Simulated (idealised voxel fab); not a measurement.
process module | voxel air gaps
cross-section cut | 210 nm wide | cells 5 nm
A cross-section is a grid of square cells, given in bands from the top down. A band is one or more rows of cells.
Each band's line starts with the height of the band's top and of its bottom, in nm. Then come its materials from left to right, each with its width in nm. One material with "throughout" fills the band from edge to edge. "air" is empty space.
Height 0 is the level under which the wafer as received is all one material. The lowest band goes on downwards, as in "0 down".
A width such as "30 to 40" changes by the same amount from each row of cells to the next, from the band's top row to its bottom row.
"no change" after a step means that no cell of the cross-section changed.
closed voids: empty space of 8 cells or more with no open way to the top, each as width x height at its distance from the left edge, in nm
after a step's settings: what the simulator itself notes on the step
overlay nm, on a step with a mask: how far to the right of its planned place the mask lay; to the left if negative
plan
1 op RECEIVE | material Si
2 op CONFORMAL_DEP | material SiO2 | thk nm 15
3 op CONFORMAL_DEP | material SiCN | thk nm 5
4 op DIRECTIONAL_DEP | material SiO2 | thk nm 40
5 op DIRECTIONAL_DEP | material aC | thk nm 15
6 op PATTERN | tone open | mask id LINES | material resist | width nm 20 | pitch nm 50 | thk nm 35 | overlay nm 0
7 op DIRECTIONAL_ETCH | etch materials aC | depth nm 15
8 op STRIP | etch materials resist
9 op DIRECTIONAL_ETCH | etch materials SiO2 | depth nm 40
10 op STRIP | etch materials aC
11 op CONFORMAL_DEP | material TiN | thk nm 5
12 op FILL_DEP | material Ru | thk nm 10
13 op CMP | height nm 60
14 op EPI | material Ru | thk nm 10
15 op SELECTIVE_ETCH | etch materials SiO2 | depth nm 50
16 op CONFORMAL_DEP | material SiCN | thk nm 5
first wafer, as planned
as received, after step 1
  0 down: Si throughout
  closed voids: none
after step 2
  15 to 0: SiO2 throughout
  below 0: unchanged
after step 3
  20 to 15: SiCN throughout
  below 15: unchanged
after step 4
  60 to 20: SiO2 throughout
  below 20: unchanged
after step 5
  75 to 60: aC throughout
  below 60: unchanged
after step 6
  110 to 75: resist 20 | air 20 | resist 30 | air 20 | resist 30 | air 20 | resist 30 | air 20 | resist 20
  below 75: unchanged
after step 7
  95 to 75: resist 20 | air 20 | resist 30 | air 20 | resist 30 | air 20 | resist 30 | air 20 | resist 20
  75 to 60: aC 20 | air 20 | aC 30 | air 20 | aC 30 | air 20 | aC 30 | air 20 | aC 20
  below 60: unchanged
after step 8
  75 to 60: aC 20 | air 20 | aC 30 | air 20 | aC 30 | air 20 | aC 30 | air 20 | aC 20
  below 60: unchanged
after step 9
  75 to 60: aC 20 | air 20 | aC 30 | air 20 | aC 30 | air 20 | aC 30 | air 20 | aC 20
  60 to 20: SiO2 20 | air 20 | SiO2 30 | air 20 | SiO2 30 | air 20 | SiO2 30 | air 20 | SiO2 20
  below 20: unchanged
after step 10
  60 to 20: SiO2 20 | air 20 | SiO2 30 | air 20 | SiO2 30 | air 20 | SiO2 30 | air 20 | SiO2 20
  below 20: unchanged
after step 11
  65 to 60: TiN 25 | air 10 | TiN 40 | air 10 | TiN 40 | air 10 | TiN 40 | air 10 | TiN 25
  60 to 25: SiO2 20 | TiN 5 | air 10 | TiN 5 | SiO2 30 | TiN 5 | air 10 | TiN 5 | SiO2 30 | TiN 5 | air 10 | TiN 5 | SiO2 30 | TiN 5 | air 10 | TiN 5 | SiO2 20
  25 to 20: SiO2 20 | TiN 20 | SiO2 30 | TiN 20 | SiO2 30 | TiN 20 | SiO2 30 | TiN 20 | SiO2 20
  below 20: unchanged
after step 12
  75 to 65: Ru throughout
  65 to 60: TiN 25 | Ru 10 | TiN 40 | Ru 10 | TiN 40 | Ru 10 | TiN 40 | Ru 10 | TiN 25
  60 to 25: SiO2 20 | TiN 5 | Ru 10 | TiN 5 | SiO2 30 | TiN 5 | Ru 10 | TiN 5 | SiO2 30 | TiN 5 | Ru 10 | TiN 5 | SiO2 30 | TiN 5 | Ru 10 | TiN 5 | SiO2 20
  below 25: unchanged
after step 13
  60 to 25: SiO2 20 | TiN 5 | Ru 10 | TiN 5 | SiO2 30 | TiN 5 | Ru 10 | TiN 5 | SiO2 30 | TiN 5 | Ru 10 | TiN 5 | SiO2 30 | TiN 5 | Ru 10 | TiN 5 | SiO2 20
  below 25: unchanged
after step 14
  70 to 60: air 10 | Ru 40 | air 10 | Ru 40 | air 10 | Ru 40 | air 10 | Ru 40 | air 10
  below 60: unchanged
after step 15
  70 to 60: air 10 | Ru 40 | air 10 | Ru 40 | air 10 | Ru 40 | air 10 | Ru 40 | air 10
  60 to 25: air 20 | TiN 5 | Ru 10 | TiN 5 | air 30 | TiN 5 | Ru 10 | TiN 5 | air 30 | TiN 5 | Ru 10 | TiN 5 | air 30 | TiN 5 | Ru 10 | TiN 5 | air 20
  25 to 20: air 20 | TiN 20 | air 30 | TiN 20 | air 30 | TiN 20 | air 30 | TiN 20 | air 20
  below 20: unchanged
after step 16
  75 to 70: air 5 | SiCN 200 | air 5
  70 to 60: air 5 | SiCN 5 | Ru 40 | SiCN 10 | Ru 40 | SiCN 10 | Ru 40 | SiCN 10 | Ru 40 | SiCN 5 | air 5
  60 to 55: air 5 | SiCN 15 | TiN 5 | Ru 10 | TiN 5 | SiCN 30 | TiN 5 | Ru 10 | TiN 5 | SiCN 30 | TiN 5 | Ru 10 | TiN 5 | SiCN 30 | TiN 5 | Ru 10 | TiN 5 | SiCN 15 | air 5
  55 to 25: air 15 | SiCN 5 | TiN 5 | Ru 10 | TiN 5 | SiCN 5 | air 20 | SiCN 5 | TiN 5 | Ru 10 | TiN 5 | SiCN 5 | air 20 | SiCN 5 | TiN 5 | Ru 10 | TiN 5 | SiCN 5 | air 20 | SiCN 5 | TiN 5 | Ru 10 | TiN 5 | SiCN 5 | air 15
  25 to 20: SiCN 20 | TiN 20 | SiCN 30 | TiN 20 | SiCN 30 | TiN 20 | SiCN 30 | TiN 20 | SiCN 20
  below 20: unchanged
  closed voids: 20 x 30 at 45; 20 x 30 at 95; 20 x 30 at 145
second wafer: like start, like plan, one mistake. Through step 2 it matches the first wafer
when step 3 should have ended
  55 to 0: SiO2 throughout
  below 0: unchanged
when step 4 should have ended
  60 to 55: SiCN throughout
  below 55: unchanged
when step 5 should have ended
  75 to 60: aC throughout
  below 60: unchanged
when step 6 should have ended
  110 to 75: resist 20 | air 20 | resist 30 | air 20 | resist 30 | air 20 | resist 30 | air 20 | resist 20
  below 75: unchanged
when step 7 should have ended
  95 to 75: resist 20 | air 20 | resist 30 | air 20 | resist 30 | air 20 | resist 30 | air 20 | resist 20
  75 to 60: aC 20 | air 20 | aC 30 | air 20 | aC 30 | air 20 | aC 30 | air 20 | aC 20
  below 60: unchanged
when step 8 should have ended
  75 to 60: aC 20 | air 20 | aC 30 | air 20 | aC 30 | air 20 | aC 30 | air 20 | aC 20
  below 60: unchanged
when step 9 should have ended: no change
when step 10 should have ended
  60 to 55: SiCN throughout
  below 55: unchanged
when step 11 should have ended
  65 to 60: TiN throughout
  below 60: unchanged
when step 12 should have ended
  75 to 65: Ru throughout
  below 65: unchanged
when step 13 should have ended
  60 to 55: SiCN throughout
  below 55: unchanged
when step 14 should have ended: no change
when step 15 should have ended: no change
when step 16 should have ended
  65 to 55: SiCN throughout
  below 55: unchanged
what went wrong: steps 3 and 4 were swapped
at the end the second wafer has, in cells: 120 fewer of Ru | 112 fewer of SiCN | 336 more of SiO2 | 72 fewer of TiN
closed voids at the end (first wafer, second wafer): 3, 0
